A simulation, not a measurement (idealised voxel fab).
process module | voxel ribs on slabs
cross-section cut | 270 nm wide | cells 5 nm
A cross-section is a grid of square cells, given in bands from the top down. A band is one or more rows of cells.
Each band's line starts with the height of the band's top and of its bottom, in nm. Then come its materials from left to right, each with its width in nm. One material with "throughout" fills the band from edge to edge. "air" is empty space.
Height 0 is the level under which the wafer as received is all one material. The lowest band goes on downwards, as in "0 down".
A width such as "30 to 40" changes by the same amount from each row of cells to the next, from the band's top row to its bottom row.
"no change" after a step means that no cell of the cross-section changed.
closed voids: empty space of 8 cells or more with no open way to the top, each as width x height at its distance from the left edge, in nm
after a step's settings: what the simulator itself notes on the step
overlay nm, on a step with a mask: how far to the right of its planned place the mask lay; to the left if negative
plan
1 op RECEIVE | material Si
2 op DIRECTIONAL_DEP | material SiO2 | thk nm 30
3 op DIRECTIONAL_DEP | material polySi | thk nm 25
4 op MASKED_ETCH | tone cover | mask id RIB | width nm 20 | etch materials polySi | depth nm 5 | overlay nm 0
5 op MASKED_ETCH | tone cover | mask id SLAB | width nm 80 | etch materials polySi | depth nm 20 | overlay nm 0
6 op FILL_DEP | material SiO2 | thk nm 30
7 op CMP | height nm 75
8 op DIRECTIONAL_DEP | material W | thk nm 10
9 op PATTERN | tone cover | mask id HEATER | material resist | width nm 30 | thk nm 15 | overlay nm 0
10 op DIRECTIONAL_ETCH | etch materials W | depth nm 10
11 op STRIP | etch materials resist
12 op CONFORMAL_DEP | material SiO2 | thk nm 10
as received, after step 1
  0 down: Si throughout
  closed voids: none
a wafer at the end: this start, this plan, one mistake
  95 to 85: air 110 | SiO2 50 | air 110
  85 to 75: SiO2 120 | W 30 | SiO2 120
  75 to 60: SiO2 95 | polySi 80 | SiO2 95
  60 to 0: SiO2 throughout
  0 down: Si throughout
  closed voids: none
what went wrong: step 2 was run twice
